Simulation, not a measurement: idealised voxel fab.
The following is a process module called voxel released beams.
Square cell edge 5 nm, section width 185 nm, ID cut.
Just so we're on the same page, the cross-sections are grids of square cells, and they're listed out in bands top to bottom, each band one or more rows deep.
Band: top height; bottom height; in nm. Then, left to right: material with width in nm, for each material. "edge to edge": a single material spanning edge to edge. "blank": empty space.
All heights in this document are referenced to 0, defined as the level beneath which the wafer, as received, consists entirely of one material. The lowest band is not bounded below; it extends indefinitely downward and is written in the form "top 0, no bottom".
It should be noted that a width expressed as "30->40" varies in equal increments from row to row of cells within the band, taking the value of the first number at the top row and that of the second number at the bottom row.
When a step is marked "no change occurred", none of the cells in the cross-section changed during that step.
"Unvented internal voids" specifies each empty space that is not open to the top and that occupies no fewer than 8 cells, using the form width x height at distance, the distance measured from the left edge and all three quantities in nm.
That trailing text on a step's line, after the settings, is the simulator's own remark on the step.
Regarding "overlay nm": on a step with a mask, it is the distance the mask lay to the right of its planned place; a negative value places it to the left.
Steps in the process plan:
1,op RECEIVE | material Si
2,op CONFORMAL_DEP | material SiN | thk nm 10
3,op DIRECTIONAL_DEP | material SiO2 | thk nm 10
4,op PATTERN | tone open | mask id ANCHOR | material resist | width nm 25 | thk nm 15 | overlay nm 0
5,op DIRECTIONAL_ETCH | etch materials SiO2 | depth nm 10
6,op STRIP | etch materials resist
7,op CONFORMAL_DEP | material TiN | thk nm 10
8,op MASKED_ETCH | tone cover | mask id BEAM | width nm 95 | etch materials TiN | depth nm 10 | overlay nm 0
9,op STRIP | etch materials SiO2
Cross-section of the wafer as it came to us, i.e., already through step 1:
    top 0, no bottom: Si edge to edge
    Unvented internal voids: none
first wafer at the end, as planned:
    top 30, bottom 20: blank=40 | TiN=15 | blank=5 | TiN=75 | blank=50
    top 20, bottom 10: blank=45 | TiN=25 | blank=115
    top 10, bottom 0: SiN edge to edge
    top 0, no bottom: Si edge to edge
    Unvented internal voids: none
Cross-section at end of module for the second wafer of two, which matched the first in starting point and plan and differed by one mistake in its processing:
    top 20, bottom 10: blank=45 | TiN=10 | blank=5 | TiN=10 | blank=115
    top 10, bottom 0: SiN edge to edge
    top 0, no bottom: Si edge to edge
    Unvented internal voids: none
Against the plan, the run slipped here: not per plan at step 8, really ran op MASKED_ETCH | tone open | mask id BEAM | width nm 95 | etch materials TiN | depth nm 10 | overlay nm 0
Materials where the second wafer ends with more or fewer cells than the first: TiN: 38 fewer
